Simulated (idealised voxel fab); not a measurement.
The following process module bears the name voxel tone inversion.
Pictured: cross-section cut, 155 nm wide, on a grid of 5 nm square cells.
Reading order for cross-sections: top band down to bottom band. Underlying form: a grid of square cells. Band size: one or more rows of cells.
For a band, the entry starts with two heights in nm, that of the top and then that of the bottom, and carries on with the band's materials in order from left to right, each alongside its width in nm; the word "edge to edge" beside a single material means it fills the band edge to edge, and "blank" means empty space.
The reference from which all heights are counted is 0, the level beneath which the as-received wafer is entirely one material; the lowest band, having no lower bound, proceeds downward and is written after the example "top 0, no bottom".
Quick explanation for "30 to 40": the width changes in equal steps down the rows of cells, from the first number in the band's top row to the second number in its bottom row.
The designation "left unchanged", where it is given for a processing step, indicates that no cell of the cross-section was altered in the course of that step.
Each empty space that has no open way to the top and spans at least 8 cells appears under "Enclosed void entries" as width x height at distance, the distance counted from the left edge, all in nm.
That trailing text on a step's line, after the settings, is the simulator's own remark on the step.
The optional step-line setting "overlay nm" applies to steps with a mask and quantifies how far to the right of its planned location the mask lay, a negative value indicating leftward placement.
SET OUT BELOW ARE THE PLANNED STEPS OF THE PROCESS
| 1 | op RECEIVE | material Si |
| 2 | op CONFORMAL_DEP | material SiN | thk nm 5 |
| 3 | op DIRECTIONAL_DEP | material polySi | thk nm 25 |
| 4 | op PATTERN | tone cover | mask id POSTS | material resist | width nm 15 | pitch nm 45 | thk nm 30 | overlay nm 0 |
| 5 | op DIRECTIONAL_ETCH | etch materials polySi | depth nm 25 |
| 6 | op STRIP | etch materials resist |
| 7 | op FILL_DEP | material SiO2 | thk nm 10 |
| 8 | op CMP | height nm 30 |
| 9 | op STRIP | etch materials polySi |
| 10 | op CONFORMAL_DEP | material TiN | thk nm 5 |
| 11 | op FILL_DEP | material W | thk nm 10 |
| 12 | op CMP | height nm 30 |
| 13 | op CONFORMAL_DEP | material SiN | thk nm 5 |
AS-RECEIVED STATE OF THE WAFER IN CROSS-SECTION, EQUIVALENT TO POST-STEP 1
> top 0, no bottom  Si edge to edge
> Enclosed void entries: none
ONE MISTAKE IN RUNNING THE MODULE, OTHERWISE START AND PLAN AS ABOVE: CROSS-SECTION AT THE END
> top 35, bottom 30  polySi edge to edge
> top 30, bottom 10  45 SiO2, 5 TiN, 5 W, 5 TiN, 30 SiO2, 5 TiN, 5 W, 5 TiN, 50 SiO2
> top 10, bottom 5  45 SiO2, 15 TiN, 30 SiO2, 15 TiN, 50 SiO2
> top 5, bottom 0  SiN edge to edge
> top 0, no bottom  Si edge to edge
> Enclosed void entries: none
Want to know what went wrong? the process deviated at step 13: the operation and settings actually run there were op CONFORMAL_DEP | material polySi | thk nm 5
